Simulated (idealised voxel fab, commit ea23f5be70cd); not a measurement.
process module | voxel wiring stack
cross-section cut | 230 nm wide | cells 5 nm
A cross-section is a grid of square cells, given in bands from the top down. A band is one or more rows of cells.
Each band's line starts with the height of the band's top and of its bottom, in nm. Then come its materials from left to right, each with its width in nm. One material with "throughout" fills the band from edge to edge. "air" is empty space.
Height 0 is the level under which the wafer as received is all one material. The lowest band goes on downwards, as in "0 down".
A width such as "30 to 40" changes by the same amount from each row of cells to the next, from the band's top row to its bottom row.
"no change" after a step means that no cell of the cross-section changed.
closed voids: empty space of 8 cells or more with no open way to the top, each as width x height at its distance from the left edge, in nm
after a step's settings: what the simulator itself notes on the step
overlay nm, on a step with a mask: how far to the right of its planned place the mask lay; to the left if negative
plan
1 op RECEIVE | material Si
2 op CONFORMAL_DEP | material SiO2 | thk nm 10
3 op DIRECTIONAL_DEP | material TiN | thk nm 5
4 op DIRECTIONAL_DEP | material Ru | thk nm 25
5 op MASKED_ETCH | tone cover | mask id METAL_1 | width nm 25 | pitch nm 40 | etch materials Ru | depth nm 25 | overlay nm 0
6 op MASKED_ETCH | tone cover | mask id METAL_1 | width nm 25 | pitch nm 40 | etch materials TiN | depth nm 5 | overlay nm 0
7 op CONFORMAL_DEP | material SiN | thk nm 5
8 op FILL_DEP | material lowk | thk nm 10
9 op CMP | height nm 40
10 op CONFORMAL_DEP | material SiCN | thk nm 5
11 op DIRECTIONAL_DEP | material SiO2 | thk nm 15
12 op DIRECTIONAL_DEP | material aC | thk nm 15
13 op PATTERN | tone open | mask id PLUG_1 | material resist | width nm 15 | pitch nm 80 | thk nm 35 | overlay nm 0
14 op DIRECTIONAL_ETCH | etch materials aC | depth nm 15
15 op STRIP | etch materials resist
16 op DIRECTIONAL_ETCH | etch materials SiO2 | depth nm 15
17 op DIRECTIONAL_ETCH | etch materials SiCN | depth nm 5
18 op STRIP | etch materials aC
19 op CONFORMAL_DEP | material TiN | thk nm 5
20 op FILL_DEP | material Ru | thk nm 5
21 op CMP | height nm 60
22 op DIRECTIONAL_DEP | material TiN | thk nm 5
23 op DIRECTIONAL_DEP | material Ru | thk nm 20
24 op MASKED_ETCH | tone cover | mask id METAL_2 | width nm 25 | pitch nm 40 | etch materials Ru | depth nm 20 | overlay nm 0
25 op MASKED_ETCH | tone cover | mask id METAL_2 | width nm 25 | pitch nm 40 | etch materials TiN | depth nm 5 | overlay nm 0
26 op CONFORMAL_DEP | material SiN | thk nm 5
27 op FILL_DEP | material lowk | thk nm 10
28 op CMP | height nm 85
29 op CONFORMAL_DEP | material SiCN | thk nm 5
first wafer, as planned
as received, after step 1
  0 down: Si throughout
  closed voids: none
after step 2
  10 to 0: SiO2 throughout
  below 0: unchanged
after step 3
  15 to 10: TiN throughout
  below 10: unchanged
after step 4
  40 to 15: Ru throughout
  below 15: unchanged
after step 5
  40 to 15: air 40 | Ru 25 | air 15 | Ru 25 | air 15 | Ru 25 | air 15 | Ru 25 | air 45
  below 15: unchanged
after step 6
  40 to 15: air 40 | Ru 25 | air 15 | Ru 25 | air 15 | Ru 25 | air 15 | Ru 25 | air 45
  15 to 10: air 40 | TiN 25 | air 15 | TiN 25 | air 15 | TiN 25 | air 15 | TiN 25 | air 45
  below 10: unchanged
after step 7
  45 to 40: air 35 | SiN 35 | air 5 | SiN 35 | air 5 | SiN 35 | air 5 | SiN 35 | air 40
  40 to 15: air 35 | SiN 5 | Ru 25 | SiN 5 | air 5 | SiN 5 | Ru 25 | SiN 5 | air 5 | SiN 5 | Ru 25 | SiN 5 | air 5 | SiN 5 | Ru 25 | SiN 5 | air 40
  15 to 10: SiN 40 | TiN 25 | SiN 15 | TiN 25 | SiN 15 | TiN 25 | SiN 15 | TiN 25 | SiN 45
  below 10: unchanged
after step 8
  55 to 45: lowk throughout
  45 to 40: lowk 35 | SiN 35 | lowk 5 | SiN 35 | lowk 5 | SiN 35 | lowk 5 | SiN 35 | lowk 40
  40 to 15: lowk 35 | SiN 5 | Ru 25 | SiN 5 | lowk 5 | SiN 5 | Ru 25 | SiN 5 | lowk 5 | SiN 5 | Ru 25 | SiN 5 | lowk 5 | SiN 5 | Ru 25 | SiN 5 | lowk 40
  below 15: unchanged
after step 9
  40 to 15: lowk 35 | SiN 5 | Ru 25 | SiN 5 | lowk 5 | SiN 5 | Ru 25 | SiN 5 | lowk 5 | SiN 5 | Ru 25 | SiN 5 | lowk 5 | SiN 5 | Ru 25 | SiN 5 | lowk 40
  below 15: unchanged
after step 10
  45 to 40: SiCN throughout
  below 40: unchanged
after step 11
  60 to 45: SiO2 throughout
  below 45: unchanged
after step 12
  75 to 60: aC throughout
  below 60: unchanged
after step 13
  110 to 75: resist 40 | air 15 | resist 65 | air 15 | resist 95
  below 75: unchanged
after step 14
  95 to 75: resist 40 | air 15 | resist 65 | air 15 | resist 95
  75 to 60: aC 40 | air 15 | aC 65 | air 15 | aC 95
  below 60: unchanged
after step 15
  75 to 60: aC 40 | air 15 | aC 65 | air 15 | aC 95
  below 60: unchanged
after step 16
  75 to 60: aC 40 | air 15 | aC 65 | air 15 | aC 95
  60 to 45: SiO2 40 | air 15 | SiO2 65 | air 15 | SiO2 95
  below 45: unchanged
after step 17
  75 to 60: aC 40 | air 15 | aC 65 | air 15 | aC 95
  60 to 45: SiO2 40 | air 15 | SiO2 65 | air 15 | SiO2 95
  45 to 40: SiCN 40 | air 15 | SiCN 65 | air 15 | SiCN 95
  below 40: unchanged
after step 18
  60 to 45: SiO2 40 | air 15 | SiO2 65 | air 15 | SiO2 95
  below 45: unchanged
after step 19
  65 to 60: TiN 45 | air 5 | TiN 75 | air 5 | TiN 100
  60 to 45: SiO2 40 | TiN 5 | air 5 | TiN 5 | SiO2 65 | TiN 5 | air 5 | TiN 5 | SiO2 95
  45 to 40: SiCN 40 | TiN 15 | SiCN 65 | TiN 15 | SiCN 95
  below 40: unchanged
after step 20
  70 to 65: Ru throughout
  65 to 60: TiN 45 | Ru 5 | TiN 75 | Ru 5 | TiN 100
  60 to 45: SiO2 40 | TiN 5 | Ru 5 | TiN 5 | SiO2 65 | TiN 5 | Ru 5 | TiN 5 | SiO2 95
  below 45: unchanged
after step 21
  60 to 45: SiO2 40 | TiN 5 | Ru 5 | TiN 5 | SiO2 65 | TiN 5 | Ru 5 | TiN 5 | SiO2 95
  below 45: unchanged
after step 22
  65 to 60: TiN throughout
  below 60: unchanged
after step 23
  85 to 65: Ru throughout
  below 65: unchanged
after step 24
  85 to 65: air 40 | Ru 25 | air 15 | Ru 25 | air 15 | Ru 25 | air 15 | Ru 25 | air 45
  below 65: unchanged
after step 25
  85 to 65: air 40 | Ru 25 | air 15 | Ru 25 | air 15 | Ru 25 | air 15 | Ru 25 | air 45
  65 to 60: air 40 | TiN 25 | air 15 | TiN 25 | air 15 | TiN 25 | air 15 | TiN 25 | air 45
  below 60: unchanged
after step 26
  90 to 85: air 35 | SiN 35 | air 5 | SiN 35 | air 5 | SiN 35 | air 5 | SiN 35 | air 40
  85 to 65: air 35 | SiN 5 | Ru 25 | SiN 5 | air 5 | SiN 5 | Ru 25 | SiN 5 | air 5 | SiN 5 | Ru 25 | SiN 5 | air 5 | SiN 5 | Ru 25 | SiN 5 | air 40
  65 to 60: SiN 40 | TiN 25 | SiN 15 | TiN 25 | SiN 15 | TiN 25 | SiN 15 | TiN 25 | SiN 45
  below 60: unchanged
after step 27
  100 to 90: lowk throughout
  90 to 85: lowk 35 | SiN 35 | lowk 5 | SiN 35 | lowk 5 | SiN 35 | lowk 5 | SiN 35 | lowk 40
  85 to 65: lowk 35 | SiN 5 | Ru 25 | SiN 5 | lowk 5 | SiN 5 | Ru 25 | SiN 5 | lowk 5 | SiN 5 | Ru 25 | SiN 5 | lowk 5 | SiN 5 | Ru 25 | SiN 5 | lowk 40
  below 65: unchanged
after step 28
  85 to 65: lowk 35 | SiN 5 | Ru 25 | SiN 5 | lowk 5 | SiN 5 | Ru 25 | SiN 5 | lowk 5 | SiN 5 | Ru 25 | SiN 5 | lowk 5 | SiN 5 | Ru 25 | SiN 5 | lowk 40
  below 65: unchanged
after step 29
  90 to 85: SiCN throughout
  below 85: unchanged
second wafer: like start, like plan, one mistake. Through step 3 it matches the first wafer
when step 4 should have ended
  40 to 15: lowk throughout
  below 15: unchanged
when step 5 should have ended: no change
when step 6 should have ended: no change
when step 7 should have ended
  45 to 40: SiN throughout
  below 40: unchanged
when step 8 should have ended
  55 to 45: lowk throughout
  below 45: unchanged
when step 9 should have ended
  40 to 15: lowk throughout
  below 15: unchanged
when step 10 should have ended
  45 to 40: SiCN throughout
  below 40: unchanged
when step 11 should have ended
  60 to 45: SiO2 throughout
  below 45: unchanged
when step 12 should have ended
  75 to 60: aC throughout
  below 60: unchanged
when step 13 should have ended
  110 to 75: resist 40 | air 15 | resist 65 | air 15 | resist 95
  below 75: unchanged
when step 14 should have ended
  95 to 75: resist 40 | air 15 | resist 65 | air 15 | resist 95
  75 to 60: aC 40 | air 15 | aC 65 | air 15 | aC 95
  below 60: unchanged
when step 15 should have ended
  75 to 60: aC 40 | air 15 | aC 65 | air 15 | aC 95
  below 60: unchanged
when step 16 should have ended
  75 to 60: aC 40 | air 15 | aC 65 | air 15 | aC 95
  60 to 45: SiO2 40 | air 15 | SiO2 65 | air 15 | SiO2 95
  below 45: unchanged
when step 17 should have ended
  75 to 60: aC 40 | air 15 | aC 65 | air 15 | aC 95
  60 to 45: SiO2 40 | air 15 | SiO2 65 | air 15 | SiO2 95
  45 to 40: SiCN 40 | air 15 | SiCN 65 | air 15 | SiCN 95
  below 40: unchanged
when step 18 should have ended
  60 to 45: SiO2 40 | air 15 | SiO2 65 | air 15 | SiO2 95
  below 45: unchanged
when step 19 should have ended
  65 to 60: TiN 45 | air 5 | TiN 75 | air 5 | TiN 100
  60 to 45: SiO2 40 | TiN 5 | air 5 | TiN 5 | SiO2 65 | TiN 5 | air 5 | TiN 5 | SiO2 95
  45 to 40: SiCN 40 | TiN 15 | SiCN 65 | TiN 15 | SiCN 95
  below 40: unchanged
when step 20 should have ended
  70 to 65: Ru throughout
  65 to 60: TiN 45 | Ru 5 | TiN 75 | Ru 5 | TiN 100
  60 to 45: SiO2 40 | TiN 5 | Ru 5 | TiN 5 | SiO2 65 | TiN 5 | Ru 5 | TiN 5 | SiO2 95
  below 45: unchanged
when step 21 should have ended
  60 to 45: SiO2 40 | TiN 5 | Ru 5 | TiN 5 | SiO2 65 | TiN 5 | Ru 5 | TiN 5 | SiO2 95
  below 45: unchanged
when step 22 should have ended
  65 to 60: TiN throughout
  below 60: unchanged
when step 23 should have ended
  85 to 65: Ru throughout
  below 65: unchanged
when step 24 should have ended
  85 to 65: air 40 | Ru 25 | air 15 | Ru 25 | air 15 | Ru 25 | air 15 | Ru 25 | air 45
  below 65: unchanged
when step 25 should have ended
  85 to 65: air 40 | Ru 25 | air 15 | Ru 25 | air 15 | Ru 25 | air 15 | Ru 25 | air 45
  65 to 60: air 40 | TiN 25 | air 15 | TiN 25 | air 15 | TiN 25 | air 15 | TiN 25 | air 45
  below 60: unchanged
when step 26 should have ended
  90 to 85: air 35 | SiN 35 | air 5 | SiN 35 | air 5 | SiN 35 | air 5 | SiN 35 | air 40
  85 to 65: air 35 | SiN 5 | Ru 25 | SiN 5 | air 5 | SiN 5 | Ru 25 | SiN 5 | air 5 | SiN 5 | Ru 25 | SiN 5 | air 5 | SiN 5 | Ru 25 | SiN 5 | air 40
  65 to 60: SiN 40 | TiN 25 | SiN 15 | TiN 25 | SiN 15 | TiN 25 | SiN 15 | TiN 25 | SiN 45
  below 60: unchanged
when step 27 should have ended
  100 to 90: lowk throughout
  90 to 85: lowk 35 | SiN 35 | lowk 5 | SiN 35 | lowk 5 | SiN 35 | lowk 5 | SiN 35 | lowk 40
  85 to 65: lowk 35 | SiN 5 | Ru 25 | SiN 5 | lowk 5 | SiN 5 | Ru 25 | SiN 5 | lowk 5 | SiN 5 | Ru 25 | SiN 5 | lowk 5 | SiN 5 | Ru 25 | SiN 5 | lowk 40
  below 65: unchanged
when step 28 should have ended
  85 to 65: lowk 35 | SiN 5 | Ru 25 | SiN 5 | lowk 5 | SiN 5 | Ru 25 | SiN 5 | lowk 5 | SiN 5 | Ru 25 | SiN 5 | lowk 5 | SiN 5 | Ru 25 | SiN 5 | lowk 40
  below 65: unchanged
when step 29 should have ended
  90 to 85: SiCN throughout
  below 85: unchanged
what went wrong: step 4 ran as: op DIRECTIONAL_DEP | material lowk | thk nm 25
at the end the second wafer has, in cells: 100 fewer of Ru | 66 fewer of SiN | 26 more of TiN | 140 more of lowk
